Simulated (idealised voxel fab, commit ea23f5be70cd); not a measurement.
This is a process module. Its name is voxel lift off.
The figure presents cross-section cut, which has a width of 195 nm and is divided into square cells with an edge length of 5 nm.
Throughout this document, each cross-section is represented as a grid of square cells and is presented as a sequence of bands enumerated from the top downward, where a band comprises one or more rows of cells.
What a band's entry tells you: where the top is and where the bottom is, as heights in nm, and after that what lies inside, material by material from left to right, each with its width in nm. Empty space is written as the word "empty", and a single material marked with the word "everywhere" occupies the band from edge to edge.
Heights are reckoned from 0. Under this level, the received wafer is all of one material. The bottommost band is open-ended downward, for example "from 0 down".
Read "30 to 40" as a graded width: first number on top, second number at the bottom, same change between each pair of neighbouring rows.
Step note "remained the same" = no cross-section cell changed.
"Closed void register" specifies each empty space that is not open to the top and that occupies no fewer than 8 cells, using the form width x height at distance, the distance measured from the left edge and all three quantities in nm.
Past the settings on a step's line: simulator remark, on that step.
Among the settings permitted on a step's line is "overlay nm"; applied to a step with a mask, it specifies the extent to which the mask lay to the right of its planned position, whereas a negative figure signifies a position to the left.
SO HERE'S THE LINEUP OF PROCESS STEPS WE PLANNED
1. RECEIVE with material Si
2. CONFORMAL_DEP with material SiO2, thk nm 10
3. PATTERN with tone open, mask id LINES, material resist, width nm 20, pitch nm 40, thk nm 25, overlay nm 0
4. DIRECTIONAL_DEP with material Ru, thk nm 15
5. STRIP with etch materials resist
6. CONFORMAL_DEP with material SiO2, thk nm 10
CROSS-SECTION OF THE WAFER AT RECEIPT, WHICH IS THE CONDITION AFTER STEP 1
  from 0 down  Si everywhere
  Closed void register: none
CROSS-SECTION: FIRST OF TWO WAFERS, MODULE FINISHED, RUN ACCORDING TO PLAN
  from 35 to 25  55 empty / 80 SiO2 / 60 empty
  from 25 to 20  55 empty / 10 SiO2 / 20 Ru / 20 SiO2 / 20 Ru / 10 SiO2 / 60 empty
  from 20 to 10  65 SiO2 / 20 Ru / 20 SiO2 / 20 Ru / 70 SiO2
  from 10 to 0  SiO2 everywhere
  from 0 down  Si everywhere
  Closed void register: none
CROSS-SECTIONAL IMAGE OF THE SECOND WAFER OF THE TWO FOLLOWING COMPLETION OF THE MODULE. STARTING STATE AND PROCESS PLAN WERE THE SAME AS FOR THE FIRST WAFER; ONE EXECUTION ERROR OCCURRED
  from 35 to 25  55 empty / 80 SiO2 / 60 empty
  from 25 to 20  55 empty / 10 SiO2 / 20 Ru / 20 SiO2 / 20 Ru / 10 SiO2 / 60 empty
  from 20 to 10  65 SiO2 / 20 Ru / 20 SiO2 / 20 Ru / 70 SiO2
  from 10 to 0  Ru everywhere
  from 0 down  Si everywhere
  Closed void register: none
It is concluded that the wafer was processed incorrectly with respect to the plan, in that planned and actual differ for step 2; actual: CONFORMAL_DEP with material Ru, thk nm 10
at the end the second wafer has, in cells: +78 Ru | -78 SiO2
